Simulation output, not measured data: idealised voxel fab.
The process module presented herein is designated voxel ribs on slabs.
For reference, the cross-section in this document is cut, with width 150 nm and square cells of 5 nm.
We lay out every cross-section as a grid of square cells and spell it out in bands from the top down, where one band means one or more rows of cells.
This entry defines a band. It first specifies the height of the band's top and the height of its bottom in nm, and then specifies the band's materials from left to right, stating each material with its width in nm. The word "everywhere" identifies a single material that fills the band from edge to edge, while the word "air" identifies empty space.
Heads up on the height convention: 0 is the point under which the incoming wafer is all one material, and the lowest band has no bottom, it just keeps going down, like "from 0 down".
So if you see something like "30..40" for the width, read it as the top row of the band sitting at the first number and the bottom row at the second, with every row in between moving by the same amount as the last.
"no change occurred" means the step left every cell of the cross-section as it was.
"Internal closed voids" enumerates empty spaces isolated from the top, with no open way to it, that contain at least 8 cells, giving each as width x height at distance from the left edge, all three in nm.
If you see something after the settings on a step's line, that's the simulator's own remark about that step.
A step line may carry the setting "overlay nm", which, for steps involving a mask, states the distance by which the mask lay to the right of its intended position; negative values denote displacement to the left.
These are the steps we planned for the process
1: RECEIVE: material Si
2: DIRECTIONAL_DEP: material SiO2, thk nm 25
3: DIRECTIONAL_DEP: material SiN, thk nm 15
4: PATTERN: tone cover, mask id RIB, material resist, width nm 15, thk nm 15, overlay nm 0
5: DIRECTIONAL_ETCH: etch materials SiN, depth nm 10
6: STRIP: etch materials resist
7: MASKED_ETCH: tone cover, mask id SLAB, width nm 55, etch materials SiN, depth nm 5, overlay nm 0
8: FILL_DEP: material SiO2, thk nm 15
9: CMP: height nm 50
10: DIRECTIONAL_DEP: material TiN, thk nm 5
11: PATTERN: tone cover, mask id HEATER, material resist, width nm 25, thk nm 20, overlay nm 0
12: DIRECTIONAL_ETCH: etch materials TiN, depth nm 5
13: STRIP: etch materials resist
14: CONFORMAL_DEP: material SiN, thk nm 5
Received-state cross-section, reflecting completion of step 1
- from 0 down: Si everywhere
- Internal closed voids: none
Below is the wafer in cross-section after the module was completed. It began from the starting point shown above and followed the plan shown above, except that one mistake was made while running it
- from 60 to 55: air 55 | SiN 35 | air 60
- from 55 to 50: SiN 60 | TiN 25 | SiN 65
- from 50 to 15: SiO2 everywhere
- from 15 to 0: SiN everywhere
- from 0 down: Si everywhere
- Internal closed voids: none
Error vs. plan: steps 2 and 3 of the plan were run in the wrong order, each in the other's place
